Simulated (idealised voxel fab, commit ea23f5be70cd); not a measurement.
Process module, titled voxel transistor to metal
The cross-section on display is named cut; it measures 185 nm wide, and its cells are 5 nm squares.
In this document a cross-section is written as a grid of square cells. It is given as a series of bands, listed from the top down, and a band is one or more rows of cells. It is stipulated that each band's entry specify, in nanometres, the height of the top of the band and then that of its bottom, followed by the materials of the band in left-to-right sequence, each together with its width in nanometres. A single material marked by the word "full width" is understood to fill the band from edge to edge; the word "blank" is understood to denote empty space. The level at which height equals 0 is the one under which the wafer, as it arrives, is entirely one material. No lower edge exists for the bottom band, which continues downward and is notated as in "0 -> down". A two-number width, for instance "30->40", indicates that the width is equal to the first number in the top row of the band and to the second number in the bottom row, and that it changes by a constant amount per row of cells. "left unchanged" for a step: no cell of the cross-section changed in that step. Voids not open to the top, 8 cells minimum: see "Completely sealed voids". Written width x height at distance; distance is from the left edge; nm. Text after the settings on a step's line: the simulator's own remark on that step. overlay nm: step with mask; distance mask lay right of planned place; negative value = left of planned place.

[Here's what the planned process steps look like]
1: RECEIVE (material Si)
2: CONFORMAL_DEP (material SiO2; thk nm 5)
3: CONFORMAL_DEP (material SiN; thk nm 10)
4: PATTERN (tone cover; mask id ACTIVE; material resist; width nm 95; thk nm 20; overlay nm 0)
5: DIRECTIONAL_ETCH (etch materials SiN; depth nm 10)
6: DIRECTIONAL_ETCH (etch materials SiO2; depth nm 5)
7: DIRECTIONAL_ETCH (etch materials Si; depth nm 35)
8: STRIP (etch materials resist)
9: FILL_DEP (material SiO2; thk nm 5)
10: CMP (height nm 15)
11: SELECTIVE_ETCH (etch materials SiO2; depth nm 10)
12: STRIP (etch materials SiN)
13: SELECTIVE_ETCH (etch materials SiO2; depth nm 5)
14: OXIDIZE (depth nm 5)
15: DIRECTIONAL_DEP (material polySi; thk nm 25)
16: DIRECTIONAL_DEP (material SiCN; thk nm 10)
17: DIRECTIONAL_DEP (material aC; thk nm 10)
18: PATTERN (tone cover; mask id GATE; material resist; width nm 25; thk nm 30; overlay nm 0)
19: DIRECTIONAL_ETCH (etch materials aC; depth nm 10)
20: STRIP (etch materials resist)
21: DIRECTIONAL_ETCH (etch materials SiCN; depth nm 20)
22: DIRECTIONAL_ETCH (etch materials polySi; depth nm 35)
23: STRIP (etch materials aC)
24: CONFORMAL_DEP (material SiN; thk nm 5)
25: DIRECTIONAL_ETCH (etch materials SiN; depth nm 5)
26: DIRECTIONAL_ETCH (etch materials SiO2; depth nm 5)
27: DIRECTIONAL_ETCH (etch materials Si; depth nm 10)
28: EPI (material pSi; thk nm 10)
29: FILL_DEP (material SiO2; thk nm 10)
30: CMP (height nm 25)
31: STRIP (etch materials polySi)
32: SELECTIVE_ETCH (etch materials SiO2; depth nm 5)
33: CONFORMAL_DEP (material HfO2; thk nm 5)
34: CONFORMAL_DEP (material TiN; thk nm 5)
35: FILL_DEP (material W; thk nm 5)
36: CMP (height nm 20)
37: DIRECTIONAL_DEP (material SiO2; thk nm 10)
38: PATTERN (tone open; mask id CONTACT; material resist; width nm 15; pitch nm 70; thk nm 15; overlay nm 0)
39: DIRECTIONAL_ETCH (etch materials SiO2; depth nm 35)
40: STRIP (etch materials resist)
41: CONFORMAL_DEP (material TiN; thk nm 5)
42: FILL_DEP (material Ru; thk nm 5)
43: CMP (height nm 30)
44: CONFORMAL_DEP (material SiN; thk nm 5)
45: DIRECTIONAL_DEP (material SiO2; thk nm 15)
46: PATTERN (tone open; mask id METAL_1; material resist; width nm 15; pitch nm 70; thk nm 20; overlay nm 0)
47: DIRECTIONAL_ETCH (etch materials SiO2; depth nm 15)
48: DIRECTIONAL_ETCH (etch materials SiN; depth nm 5)
49: STRIP (etch materials resist)
50: CONFORMAL_DEP (material TiN; thk nm 5)
51: FILL_DEP (material Cu; thk nm 5)
52: CMP (height nm 50)
53: EPI (material Ru; thk nm 5)
54: FILL_DEP (material SiCN; thk nm 5)
55: DIRECTIONAL_DEP (material lowk; thk nm 30)
56: MASKED_ETCH (tone open; mask id METAL_2; width nm 15; pitch nm 70; etch materials lowk; depth nm 20; overlay nm 0)
57: MASKED_ETCH (tone open; mask id METAL_2_HOLES; width nm 15; pitch nm 70; etch materials lowk; depth nm 10; overlay nm 0)
58: MASKED_ETCH (tone open; mask id METAL_2_HOLES; width nm 15; pitch nm 70; etch materials SiCN; depth nm 5; overlay nm 0)
59: CONFORMAL_DEP (material TiN; thk nm 5)
60: FILL_DEP (material Cu; thk nm 5)
61: CMP (height nm 90)
62: CONFORMAL_DEP (material SiN; thk nm 5)

[First of two wafers, with the run carried out as planned]

[Delivered wafer in cross-section: state after step 1]
0 -> down  Si full width
Completely sealed voids: none

[Cross-section of the wafer subsequent to step 2]
5 -> 0  SiO2 full width
Below a height of 0, the structure has not been altered.

[Cross-section of the wafer subsequent to step 3]
15 -> 5  SiN full width
Below a height of 5, the structure has not been altered.

[Cross-section of the wafer subsequent to step 4]
35 -> 15  blank 45 nm / resist 95 nm / blank 45 nm
Below a height of 15, the structure has not been altered.

[Cross-section of the wafer subsequent to step 5]
35 -> 15  blank 45 nm / resist 95 nm / blank 45 nm
15 -> 5  blank 45 nm / SiN 95 nm / blank 45 nm
Below a height of 5, the structure has not been altered.

[Cross-section of the wafer subsequent to step 6]
35 -> 15  blank 45 nm / resist 95 nm / blank 45 nm
15 -> 5  blank 45 nm / SiN 95 nm / blank 45 nm
5 -> 0  blank 45 nm / SiO2 95 nm / blank 45 nm
Below a height of 0, the structure has not been altered.

[Cross-section of the wafer subsequent to step 7]
35 -> 15  blank 45 nm / resist 95 nm / blank 45 nm
15 -> 5  blank 45 nm / SiN 95 nm / blank 45 nm
5 -> 0  blank 45 nm / SiO2 95 nm / blank 45 nm
0 -> -35  blank 45 nm / Si 95 nm / blank 45 nm
Below a height of -35, the structure has not been altered.

[Cross-section of the wafer subsequent to step 8]
15 -> 5  blank 45 nm / SiN 95 nm / blank 45 nm
Below a height of 5, the structure has not been altered.

[Cross-section of the wafer subsequent to step 9]
20 -> 15  SiO2 full width
15 -> 5  SiO2 45 nm / SiN 95 nm / SiO2 45 nm
5 -> 0  SiO2 full width
0 -> -35  SiO2 45 nm / Si 95 nm / SiO2 45 nm
Below a height of -35, the structure has not been altered.

[Cross-section of the wafer subsequent to step 10]
15 -> 5  SiO2 45 nm / SiN 95 nm / SiO2 45 nm
Below a height of 5, the structure has not been altered.

[Cross-section of the wafer subsequent to step 11]
15 -> 5  blank 45 nm / SiN 95 nm / blank 45 nm
Below a height of 5, the structure has not been altered.

[Cross-section of the wafer subsequent to step 12]
5 -> 0  SiO2 full width
Below a height of 0, the structure has not been altered.

[Cross-section of the wafer subsequent to step 13]
0 -> -35  SiO2 45 nm / Si 95 nm / SiO2 45 nm
Below a height of -35, the structure has not been altered.

[Cross-section of the wafer subsequent to step 14]
0 -> -5  SiO2 full width
Below a height of -5, the structure has not been altered.

[Cross-section of the wafer subsequent to step 15]
25 -> 0  polySi full width
Below a height of 0, the structure has not been altered.

[Cross-section of the wafer subsequent to step 16]
35 -> 25  SiCN full width
Below a height of 25, the structure has not been altered.

[Cross-section of the wafer subsequent to step 17]
45 -> 35  aC full width
Below a height of 35, the structure has not been altered.

[Cross-section of the wafer subsequent to step 18]
75 -> 45  blank 80 nm / resist 25 nm / blank 80 nm
Below a height of 45, the structure has not been altered.

[Cross-section of the wafer subsequent to step 19]
65 -> 45  blank 80 nm / resist 25 nm / blank 80 nm
45 -> 35  blank 80 nm / aC 25 nm / blank 80 nm
Below a height of 35, the structure has not been altered.

[Cross-section of the wafer subsequent to step 20]
45 -> 35  blank 80 nm / aC 25 nm / blank 80 nm
Below a height of 35, the structure has not been altered.

[Cross-section of the wafer subsequent to step 21]
45 -> 35  blank 80 nm / aC 25 nm / blank 80 nm
35 -> 25  blank 80 nm / SiCN 25 nm / blank 80 nm
Below a height of 25, the structure has not been altered.

[Cross-section of the wafer subsequent to step 22]
45 -> 35  blank 80 nm / aC 25 nm / blank 80 nm
35 -> 25  blank 80 nm / SiCN 25 nm / blank 80 nm
25 -> 0  blank 80 nm / polySi 25 nm / blank 80 nm
Below a height of 0, the structure has not been altered.

[Cross-section of the wafer subsequent to step 23]
35 -> 25  blank 80 nm / SiCN 25 nm / blank 80 nm
Below a height of 25, the structure has not been altered.

[Cross-section of the wafer subsequent to step 24]
40 -> 35  blank 75 nm / SiN 35 nm / blank 75 nm
35 -> 25  blank 75 nm / SiN 5 nm / SiCN 25 nm / SiN 5 nm / blank 75 nm
25 -> 5  blank 75 nm / SiN 5 nm / polySi 25 nm / SiN 5 nm / blank 75 nm
5 -> 0  SiN 80 nm / polySi 25 nm / SiN 80 nm
Below a height of 0, the structure has not been altered.

[Cross-section of the wafer subsequent to step 25]
35 -> 25  blank 75 nm / SiN 5 nm / SiCN 25 nm / SiN 5 nm / blank 75 nm
25 -> 0  blank 75 nm / SiN 5 nm / polySi 25 nm / SiN 5 nm / blank 75 nm
Below a height of 0, the structure has not been altered.

[Cross-section of the wafer subsequent to step 26]
35 -> 25  blank 75 nm / SiN 5 nm / SiCN 25 nm / SiN 5 nm / blank 75 nm
25 -> 0  blank 75 nm / SiN 5 nm / polySi 25 nm / SiN 5 nm / blank 75 nm
0 -> -5  blank 75 nm / SiO2 35 nm / blank 75 nm
Below a height of -5, the structure has not been altered.

[Cross-section of the wafer subsequent to step 27]
35 -> 25  blank 75 nm / SiN 5 nm / SiCN 25 nm / SiN 5 nm / blank 75 nm
25 -> 0  blank 75 nm / SiN 5 nm / polySi 25 nm / SiN 5 nm / blank 75 nm
0 -> -5  blank 75 nm / SiO2 35 nm / blank 75 nm
-5 -> -15  SiO2 45 nm / blank 30 nm / Si 35 nm / blank 30 nm / SiO2 45 nm
Below a height of -15, the structure has not been altered.

[Cross-section of the wafer subsequent to step 28]
35 -> 25  blank 75 nm / SiN 5 nm / SiCN 25 nm / SiN 5 nm / blank 75 nm
25 -> 5  blank 75 nm / SiN 5 nm / polySi 25 nm / SiN 5 nm / blank 75 nm
5 -> 0  blank 65 nm / pSi 10 nm / SiN 5 nm / polySi 25 nm / SiN 5 nm / pSi 10 nm / blank 65 nm
0 -> -5  blank 65 nm / pSi 10 nm / SiO2 35 nm / pSi 10 nm / blank 65 nm
-5 -> -15  SiO2 45 nm / pSi 30 nm / Si 35 nm / pSi 30 nm / SiO2 45 nm
Below a height of -15, the structure has not been altered.

[Cross-section of the wafer subsequent to step 29]
45 -> 35  SiO2 full width
35 -> 25  SiO2 75 nm / SiN 5 nm / SiCN 25 nm / SiN 5 nm / SiO2 75 nm
25 -> 5  SiO2 75 nm / SiN 5 nm / polySi 25 nm / SiN 5 nm / SiO2 75 nm
5 -> 0  SiO2 65 nm / pSi 10 nm / SiN 5 nm / polySi 25 nm / SiN 5 nm / pSi 10 nm / SiO2 65 nm
0 -> -5  SiO2 65 nm / pSi 10 nm / SiO2 35 nm / pSi 10 nm / SiO2 65 nm
Below a height of -5, the structure has not been altered.

[Cross-section of the wafer subsequent to step 30]
25 -> 5  SiO2 75 nm / SiN 5 nm / polySi 25 nm / SiN 5 nm / SiO2 75 nm
Below a height of 5, the structure has not been altered.

[Cross-section of the wafer subsequent to step 31]
25 -> 5  SiO2 75 nm / SiN 5 nm / blank 25 nm / SiN 5 nm / SiO2 75 nm
5 -> 0  SiO2 65 nm / pSi 10 nm / SiN 5 nm / blank 25 nm / SiN 5 nm / pSi 10 nm / SiO2 65 nm
Below a height of 0, the structure has not been altered.

[Cross-section of the wafer subsequent to step 32]
25 -> 20  blank 75 nm / SiN 5 nm / blank 25 nm / SiN 5 nm / blank 75 nm
20 -> 5  SiO2 75 nm / SiN 5 nm / blank 25 nm / SiN 5 nm / SiO2 75 nm
5 -> 0  SiO2 65 nm / pSi 10 nm / SiN 5 nm / blank 25 nm / SiN 5 nm / pSi 10 nm / SiO2 65 nm
0 -> -5  SiO2 65 nm / pSi 10 nm / blank 35 nm / pSi 10 nm / SiO2 65 nm
Below a height of -5, the structure has not been altered.

[Cross-section of the wafer subsequent to step 33]
30 -> 25  blank 70 nm / HfO2 15 nm / blank 15 nm / HfO2 15 nm / blank 70 nm
25 -> 20  HfO2 75 nm / SiN 5 nm / HfO2 5 nm / blank 15 nm / HfO2 5 nm / SiN 5 nm / HfO2 75 nm
20 -> 5  SiO2 75 nm / SiN 5 nm / HfO2 5 nm / blank 15 nm / HfO2 5 nm / SiN 5 nm / SiO2 75 nm
5 -> 0  SiO2 65 nm / pSi 10 nm / SiN 5 nm / HfO2 5 nm / blank 15 nm / HfO2 5 nm / SiN 5 nm / pSi 10 nm / SiO2 65 nm
0 -> -5  SiO2 65 nm / pSi 10 nm / HfO2 35 nm / pSi 10 nm / SiO2 65 nm
Below a height of -5, the structure has not been altered.

[Cross-section of the wafer subsequent to step 34]
35 -> 30  blank 65 nm / TiN 25 nm / blank 5 nm / TiN 25 nm / blank 65 nm
30 -> 25  TiN 70 nm / HfO2 15 nm / TiN 5 nm / blank 5 nm / TiN 5 nm / HfO2 15 nm / TiN 70 nm
25 -> 20  HfO2 75 nm / SiN 5 nm / HfO2 5 nm / TiN 5 nm / blank 5 nm / TiN 5 nm / HfO2 5 nm / SiN 5 nm / HfO2 75 nm
20 -> 5  SiO2 75 nm / SiN 5 nm / HfO2 5 nm / TiN 5 nm / blank 5 nm / TiN 5 nm / HfO2 5 nm / SiN 5 nm / SiO2 75 nm
5 -> 0  SiO2 65 nm / pSi 10 nm / SiN 5 nm / HfO2 5 nm / TiN 15 nm / HfO2 5 nm / SiN 5 nm / pSi 10 nm / SiO2 65 nm
Below a height of 0, the structure has not been altered.

[Cross-section of the wafer subsequent to step 35]
40 -> 35  W full width
35 -> 30  W 65 nm / TiN 25 nm / W 5 nm / TiN 25 nm / W 65 nm
30 -> 25  TiN 70 nm / HfO2 15 nm / TiN 5 nm / W 5 nm / TiN 5 nm / HfO2 15 nm / TiN 70 nm
25 -> 20  HfO2 75 nm / SiN 5 nm / HfO2 5 nm / TiN 5 nm / W 5 nm / TiN 5 nm / HfO2 5 nm / SiN 5 nm / HfO2 75 nm
20 -> 5  SiO2 75 nm / SiN 5 nm / HfO2 5 nm / TiN 5 nm / W 5 nm / TiN 5 nm / HfO2 5 nm / SiN 5 nm / SiO2 75 nm
Below a height of 5, the structure has not been altered.

[Cross-section of the wafer subsequent to step 36]
20 -> 5  SiO2 75 nm / SiN 5 nm / HfO2 5 nm / TiN 5 nm / W 5 nm / TiN 5 nm / HfO2 5 nm / SiN 5 nm / SiO2 75 nm
Below a height of 5, the structure has not been altered.

[Cross-section of the wafer subsequent to step 37]
30 -> 20  SiO2 full width
Below a height of 20, the structure has not been altered.

[Cross-section of the wafer subsequent to step 38]
45 -> 30  resist 50 nm / blank 15 nm / resist 55 nm / blank 15 nm / resist 50 nm
Below a height of 30, the structure has not been altered.

[Cross-section of the wafer subsequent to step 39]
45 -> 30  resist 50 nm / blank 15 nm / resist 55 nm / blank 15 nm / resist 50 nm
30 -> 20  SiO2 50 nm / blank 15 nm / SiO2 55 nm / blank 15 nm / SiO2 50 nm
20 -> 5  SiO2 50 nm / blank 15 nm / SiO2 10 nm / SiN 5 nm / HfO2 5 nm / TiN 5 nm / W 5 nm / TiN 5 nm / HfO2 5 nm / SiN 5 nm / SiO2 10 nm / blank 15 nm / SiO2 50 nm
5 -> 0  SiO2 50 nm / blank 15 nm / pSi 10 nm / SiN 5 nm / HfO2 5 nm / TiN 15 nm / HfO2 5 nm / SiN 5 nm / pSi 10 nm / blank 15 nm / SiO2 50 nm
0 -> -5  SiO2 50 nm / blank 15 nm / pSi 10 nm / HfO2 35 nm / pSi 10 nm / blank 15 nm / SiO2 50 nm
Below a height of -5, the structure has not been altered.

[Cross-section of the wafer subsequent to step 40]
30 -> 20  SiO2 50 nm / blank 15 nm / SiO2 55 nm / blank 15 nm / SiO2 50 nm
Below a height of 20, the structure has not been altered.

[Cross-section of the wafer subsequent to step 41]
35 -> 30  TiN 55 nm / blank 5 nm / TiN 65 nm / blank 5 nm / TiN 55 nm
30 -> 20  SiO2 50 nm / TiN 5 nm / blank 5 nm / TiN 5 nm / SiO2 55 nm / TiN 5 nm / blank 5 nm / TiN 5 nm / SiO2 50 nm
20 -> 5  SiO2 50 nm / TiN 5 nm / blank 5 nm / TiN 5 nm / SiO2 10 nm / SiN 5 nm / HfO2 5 nm / TiN 5 nm / W 5 nm / TiN 5 nm / HfO2 5 nm / SiN 5 nm / SiO2 10 nm / TiN 5 nm / blank 5 nm / TiN 5 nm / SiO2 50 nm
5 -> 0  SiO2 50 nm / TiN 5 nm / blank 5 nm / TiN 5 nm / pSi 10 nm / SiN 5 nm / HfO2 5 nm / TiN 15 nm / HfO2 5 nm / SiN 5 nm / pSi 10 nm / TiN 5 nm / blank 5 nm / TiN 5 nm / SiO2 50 nm
0 -> -5  SiO2 50 nm / TiN 15 nm / pSi 10 nm / HfO2 35 nm / pSi 10 nm / TiN 15 nm / SiO2 50 nm
Below a height of -5, the structure has not been altered.

[Cross-section of the wafer subsequent to step 42]
40 -> 35  Ru full width
35 -> 30  TiN 55 nm / Ru 5 nm / TiN 65 nm / Ru 5 nm / TiN 55 nm
30 -> 20  SiO2 50 nm / TiN 5 nm / Ru 5 nm / TiN 5 nm / SiO2 55 nm / TiN 5 nm / Ru 5 nm / TiN 5 nm / SiO2 50 nm
20 -> 5  SiO2 50 nm / TiN 5 nm / Ru 5 nm / TiN 5 nm / SiO2 10 nm / SiN 5 nm / HfO2 5 nm / TiN 5 nm / W 5 nm / TiN 5 nm / HfO2 5 nm / SiN 5 nm / SiO2 10 nm / TiN 5 nm / Ru 5 nm / TiN 5 nm / SiO2 50 nm
5 -> 0  SiO2 50 nm / TiN 5 nm / Ru 5 nm / TiN 5 nm / pSi 10 nm / SiN 5 nm / HfO2 5 nm / TiN 15 nm / HfO2 5 nm / SiN 5 nm / pSi 10 nm / TiN 5 nm / Ru 5 nm / TiN 5 nm / SiO2 50 nm
Below a height of 0, the structure has not been altered.

[Cross-section of the wafer subsequent to step 43]
30 -> 20  SiO2 50 nm / TiN 5 nm / Ru 5 nm / TiN 5 nm / SiO2 55 nm / TiN 5 nm / Ru 5 nm / TiN 5 nm / SiO2 50 nm
Below a height of 20, the structure has not been altered.

[Cross-section of the wafer subsequent to step 44]
35 -> 30  SiN full width
Below a height of 30, the structure has not been altered.

[Cross-section of the wafer subsequent to step 45]
50 -> 35  SiO2 full width
Below a height of 35, the structure has not been altered.

[Cross-section of the wafer subsequent to step 46]
70 -> 50  resist 50 nm / blank 15 nm / resist 55 nm / blank 15 nm / resist 50 nm
Below a height of 50, the structure has not been altered.

[Cross-section of the wafer subsequent to step 47]
70 -> 50  resist 50 nm / blank 15 nm / resist 55 nm / blank 15 nm / resist 50 nm
50 -> 35  SiO2 50 nm / blank 15 nm / SiO2 55 nm / blank 15 nm / SiO2 50 nm
Below a height of 35, the structure has not been altered.

[Cross-section of the wafer subsequent to step 48]
70 -> 50  resist 50 nm / blank 15 nm / resist 55 nm / blank 15 nm / resist 50 nm
50 -> 35  SiO2 50 nm / blank 15 nm / SiO2 55 nm / blank 15 nm / SiO2 50 nm
35 -> 30  SiN 50 nm / blank 15 nm / SiN 55 nm / blank 15 nm / SiN 50 nm
Below a height of 30, the structure has not been altered.

[Cross-section of the wafer subsequent to step 49]
50 -> 35  SiO2 50 nm / blank 15 nm / SiO2 55 nm / blank 15 nm / SiO2 50 nm
Below a height of 35, the structure has not been altered.

[Cross-section of the wafer subsequent to step 50]
55 -> 50  TiN 55 nm / blank 5 nm / TiN 65 nm / blank 5 nm / TiN 55 nm
50 -> 35  SiO2 50 nm / TiN 5 nm / blank 5 nm / TiN 5 nm / SiO2 55 nm / TiN 5 nm / blank 5 nm / TiN 5 nm / SiO2 50 nm
35 -> 30  SiN 50 nm / TiN 15 nm / SiN 55 nm / TiN 15 nm / SiN 50 nm
Below a height of 30, the structure has not been altered.

[Cross-section of the wafer subsequent to step 51]
60 -> 55  Cu full width
55 -> 50  TiN 55 nm / Cu 5 nm / TiN 65 nm / Cu 5 nm / TiN 55 nm
50 -> 35  SiO2 50 nm / TiN 5 nm / Cu 5 nm / TiN 5 nm / SiO2 55 nm / TiN 5 nm / Cu 5 nm / TiN 5 nm / SiO2 50 nm
Below a height of 35, the structure has not been altered.

[Cross-section of the wafer subsequent to step 52]
50 -> 35  SiO2 50 nm / TiN 5 nm / Cu 5 nm / TiN 5 nm / SiO2 55 nm / TiN 5 nm / Cu 5 nm / TiN 5 nm / SiO2 50 nm
Below a height of 35, the structure has not been altered.

[Cross-section of the wafer subsequent to step 53]
55 -> 50  blank 45 nm / Ru 25 nm / blank 45 nm / Ru 25 nm / blank 45 nm
Below a height of 50, the structure has not been altered.

[Cross-section of the wafer subsequent to step 54]
60 -> 55  SiCN full width
55 -> 50  SiCN 45 nm / Ru 25 nm / SiCN 45 nm / Ru 25 nm / SiCN 45 nm
Below a height of 50, the structure has not been altered.

[Cross-section of the wafer subsequent to step 55]
90 -> 60  lowk full width
Below a height of 60, the structure has not been altered.

[Cross-section of the wafer subsequent to step 56]
90 -> 70  lowk 50 nm / blank 15 nm / lowk 55 nm / blank 15 nm / lowk 50 nm
Below a height of 70, the structure has not been altered.

[Cross-section of the wafer subsequent to step 57]
90 -> 60  lowk 50 nm / blank 15 nm / lowk 55 nm / blank 15 nm / lowk 50 nm
Below a height of 60, the structure has not been altered.

[Cross-section of the wafer subsequent to step 58]
90 -> 60  lowk 50 nm / blank 15 nm / lowk 55 nm / blank 15 nm / lowk 50 nm
60 -> 55  SiCN 50 nm / blank 15 nm / SiCN 55 nm / blank 15 nm / SiCN 50 nm
Below a height of 55, the structure has not been altered.

[Cross-section of the wafer subsequent to step 59]
95 -> 90  TiN 55 nm / blank 5 nm / TiN 65 nm / blank 5 nm / TiN 55 nm
90 -> 60  lowk 50 nm / TiN 5 nm / blank 5 nm / TiN 5 nm / lowk 55 nm / TiN 5 nm / blank 5 nm / TiN 5 nm / lowk 50 nm
60 -> 55  SiCN 50 nm / TiN 15 nm / SiCN 55 nm / TiN 15 nm / SiCN 50 nm
Below a height of 55, the structure has not been altered.

[Cross-section of the wafer subsequent to step 60]
100 -> 95  Cu full width
95 -> 90  TiN 55 nm / Cu 5 nm / TiN 65 nm / Cu 5 nm / TiN 55 nm
90 -> 60  lowk 50 nm / TiN 5 nm / Cu 5 nm / TiN 5 nm / lowk 55 nm / TiN 5 nm / Cu 5 nm / TiN 5 nm / lowk 50 nm
Below a height of 60, the structure has not been altered.

[Cross-section of the wafer subsequent to step 61]
90 -> 60  lowk 50 nm / TiN 5 nm / Cu 5 nm / TiN 5 nm / lowk 55 nm / TiN 5 nm / Cu 5 nm / TiN 5 nm / lowk 50 nm
Below a height of 60, the structure has not been altered.

[Cross-section of the wafer subsequent to step 62]
95 -> 90  SiN full width
Below a height of 90, the structure has not been altered.

[Wafer two. Identical start, identical plan. One mistake in execution. Identical history through step 43]

[Cross-section of the second wafer at the time step 44 of the plan should have ended]
45 -> 30  SiO2 full width
Below a height of 30, the structure has not been altered.

[Cross-section of the second wafer at the time step 45 of the plan should have ended]
50 -> 45  SiN full width
Below a height of 45, the structure has not been altered.

[Cross-section of the second wafer at the time step 46 of the plan should have ended]
70 -> 50  resist 50 nm / blank 15 nm / resist 55 nm / blank 15 nm / resist 50 nm
Below a height of 50, the structure has not been altered.

Cross-section of the second wafer at the time step 47 of the plan should have ended: left unchanged

[Cross-section of the second wafer at the time step 48 of the plan should have ended]
70 -> 50  resist 50 nm / blank 15 nm / resist 55 nm / blank 15 nm / resist 50 nm
50 -> 45  SiN 50 nm / blank 15 nm / SiN 55 nm / blank 15 nm / SiN 50 nm
Below a height of 45, the structure has not been altered.

[Cross-section of the second wafer at the time step 49 of the plan should have ended]
50 -> 45  SiN 50 nm / blank 15 nm / SiN 55 nm / blank 15 nm / SiN 50 nm
Below a height of 45, the structure has not been altered.

[Cross-section of the second wafer at the time step 50 of the plan should have ended]
55 -> 50  TiN 55 nm / blank 5 nm / TiN 65 nm / blank 5 nm / TiN 55 nm
50 -> 45  SiN 50 nm / TiN 15 nm / SiN 55 nm / TiN 15 nm / SiN 50 nm
Below a height of 45, the structure has not been altered.

[Cross-section of the second wafer at the time step 51 of the plan should have ended]
60 -> 55  Cu full width
55 -> 50  TiN 55 nm / Cu 5 nm / TiN 65 nm / Cu 5 nm / TiN 55 nm
Below a height of 50, the structure has not been altered.

[Cross-section of the second wafer at the time step 52 of the plan should have ended]
50 -> 45  SiN 50 nm / TiN 15 nm / SiN 55 nm / TiN 15 nm / SiN 50 nm
Below a height of 45, the structure has not been altered.

[Cross-section of the second wafer at the time step 53 of the plan should have ended]
55 -> 50  blank 45 nm / Ru 25 nm / blank 45 nm / Ru 25 nm / blank 45 nm
Below a height of 50, the structure has not been altered.

[Cross-section of the second wafer at the time step 54 of the plan should have ended]
60 -> 55  SiCN full width
55 -> 50  SiCN 45 nm / Ru 25 nm / SiCN 45 nm / Ru 25 nm / SiCN 45 nm
Below a height of 50, the structure has not been altered.

[Cross-section of the second wafer at the time step 55 of the plan should have ended]
90 -> 60  lowk full width
Below a height of 60, the structure has not been altered.

[Cross-section of the second wafer at the time step 56 of the plan should have ended]
90 -> 70  lowk 50 nm / blank 15 nm / lowk 55 nm / blank 15 nm / lowk 50 nm
Below a height of 70, the structure has not been altered.

[Cross-section of the second wafer at the time step 57 of the plan should have ended]
90 -> 60  lowk 50 nm / blank 15 nm / lowk 55 nm / blank 15 nm / lowk 50 nm
Below a height of 60, the structure has not been altered.

[Cross-section of the second wafer at the time step 58 of the plan should have ended]
90 -> 60  lowk 50 nm / blank 15 nm / lowk 55 nm / blank 15 nm / lowk 50 nm
60 -> 55  SiCN 50 nm / blank 15 nm / SiCN 55 nm / blank 15 nm / SiCN 50 nm
Below a height of 55, the structure has not been altered.

[Cross-section of the second wafer at the time step 59 of the plan should have ended]
95 -> 90  TiN 55 nm / blank 5 nm / TiN 65 nm / blank 5 nm / TiN 55 nm
90 -> 60  lowk 50 nm / TiN 5 nm / blank 5 nm / TiN 5 nm / lowk 55 nm / TiN 5 nm / blank 5 nm / TiN 5 nm / lowk 50 nm
60 -> 55  SiCN 50 nm / TiN 15 nm / SiCN 55 nm / TiN 15 nm / SiCN 50 nm
Below a height of 55, the structure has not been altered.

[Cross-section of the second wafer at the time step 60 of the plan should have ended]
100 -> 95  Cu full width
95 -> 90  TiN 55 nm / Cu 5 nm / TiN 65 nm / Cu 5 nm / TiN 55 nm
90 -> 60  lowk 50 nm / TiN 5 nm / Cu 5 nm / TiN 5 nm / lowk 55 nm / TiN 5 nm / Cu 5 nm / TiN 5 nm / lowk 50 nm
Below a height of 60, the structure has not been altered.

[Cross-section of the second wafer at the time step 61 of the plan should have ended]
90 -> 60  lowk 50 nm / TiN 5 nm / Cu 5 nm / TiN 5 nm / lowk 55 nm / TiN 5 nm / Cu 5 nm / TiN 5 nm / lowk 50 nm
Below a height of 60, the structure has not been altered.

[Cross-section of the second wafer at the time step 62 of the plan should have ended]
95 -> 90  SiN full width
Below a height of 90, the structure has not been altered.
The plan and the run diverged here: ran 44 and 45 in swapped order versus the plan
Final difference in cells, second wafer against first, listed per material as more or fewer: Cu -6 | SiO2 +18 | TiN -12
